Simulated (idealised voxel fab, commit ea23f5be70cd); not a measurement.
process module | voxel gate over fins
cross-section cut | 270 nm wide | cells 5 nm
A cross-section is a grid of square cells, given in bands from the top down. A band is one or more rows of cells.
Each band's line starts with the height of the band's top and of its bottom, in nm. Then come its materials from left to right, each with its width in nm. One material with "throughout" fills the band from edge to edge. "air" is empty space.
Height 0 is the level under which the wafer as received is all one material. The lowest band goes on downwards, as in "0 down".
A width such as "30 to 40" changes by the same amount from each row of cells to the next, from the band's top row to its bottom row.
"no change" after a step means that no cell of the cross-section changed.
closed voids: empty space of 8 cells or more with no open way to the top, each as width x height at its distance from the left edge, in nm
after a step's settings: what the simulator itself notes on the step
overlay nm, on a step with a mask: how far to the right of its planned place the mask lay; to the left if negative
plan
1 op RECEIVE | material Si
2 op CONFORMAL_DEP | material SiN | thk nm 5
3 op MASKED_ETCH | tone cover | mask id FINS | width nm 15 | pitch nm 55 | etch materials SiN | depth nm 5 | overlay nm 0
4 op MASKED_ETCH | tone cover | mask id FINS | width nm 15 | pitch nm 55 | etch materials Si | depth nm 30 | overlay nm 0
5 op FILL_DEP | material SiO2 | thk nm 15
6 op CMP | height nm 5
7 op DIRECTIONAL_DEP | material aC | thk nm 15
8 op PATTERN | tone open | mask id RAIL | material resist | width nm 15 | thk nm 35 | overlay nm 0
9 op DIRECTIONAL_ETCH | etch materials aC | depth nm 15
10 op STRIP | etch materials resist
11 op DIRECTIONAL_ETCH | etch materials SiO2 | depth nm 30
12 op STRIP | etch materials aC
13 op CONFORMAL_DEP | material TiN | thk nm 5
14 op FILL_DEP | material Ru | thk nm 5
15 op CMP | height nm 5
16 op SELECTIVE_ETCH | etch materials W Ru TiN | depth nm 25
17 op FILL_DEP | material SiO2 | thk nm 5
18 op CMP | height nm 5
19 op SELECTIVE_ETCH | etch materials SiO2 | depth nm 20
20 op STRIP | etch materials SiN
21 op CONFORMAL_DEP | material HfO2 | thk nm 5
22 op CONFORMAL_DEP | material TiN | thk nm 5
23 op FILL_DEP | material W | thk nm 10
24 op CMP | height nm 15
25 op CONFORMAL_DEP | material SiN | thk nm 10
as received, after step 1
  0 down: Si throughout
  closed voids: none
first wafer at the end, as planned
  25 to 15: SiN throughout
  15 to 10: W throughout
  10 to 5: W 90 | TiN 35 | W 20 | TiN 35 | W 90
  5 to 0: W 90 | TiN 5 | HfO2 25 | TiN 5 | W 20 | TiN 5 | HfO2 25 | TiN 5 | W 90
  0 to -5: W 90 | TiN 5 | HfO2 5 | Si 15 | HfO2 5 | TiN 5 | W 20 | TiN 5 | HfO2 5 | Si 15 | HfO2 5 | TiN 5 | W 90
  -5 to -10: TiN 95 | HfO2 5 | Si 15 | HfO2 5 | TiN 30 | HfO2 5 | Si 15 | HfO2 5 | TiN 95
  -10 to -15: HfO2 100 | Si 15 | HfO2 40 | Si 15 | HfO2 100
  -15 to -20: SiO2 100 | Si 15 | SiO2 40 | Si 15 | SiO2 100
  -20 to -25: SiO2 100 | Si 15 | SiO2 10 | TiN 15 | SiO2 15 | Si 15 | SiO2 100
  -25 to -30: SiO2 100 | Si 15 | SiO2 40 | Si 15 | SiO2 100
  -30 down: Si throughout
  closed voids: none
second wafer at the end: like start, like plan, one mistake
  25 to 15: SiN throughout
  15 to 10: W throughout
  10 to 5: W 90 | TiN 35 | W 20 | TiN 35 | W 90
  5 to 0: W 90 | TiN 5 | HfO2 25 | TiN 5 | W 20 | TiN 5 | HfO2 25 | TiN 5 | W 90
  0 to -5: W 90 | TiN 5 | HfO2 5 | Si 15 | HfO2 5 | TiN 5 | W 20 | TiN 5 | HfO2 5 | Si 15 | HfO2 5 | TiN 5 | W 90
  -5 to -10: TiN 95 | HfO2 5 | Si 15 | HfO2 5 | TiN 30 | HfO2 5 | Si 15 | HfO2 5 | TiN 95
  -10 to -15: HfO2 100 | Si 15 | HfO2 40 | Si 15 | HfO2 100
  -15 to -20: SiO2 100 | Si 15 | SiO2 40 | Si 15 | SiO2 100
  -20 to -25: SiO2 100 | Si 15 | SiO2 10 | TiN 20 | SiO2 10 | Si 15 | SiO2 100
  -25 to -30: SiO2 100 | Si 15 | SiO2 40 | Si 15 | SiO2 100
  -30 down: Si throughout
  closed voids: none
what went wrong: step 8 ran as: op PATTERN | tone open | mask id RAIL | material resist | width nm 20 | thk nm 35 | overlay nm 0
at the end the second wafer has, in cells: 1 fewer of SiO2 | 1 more of TiN
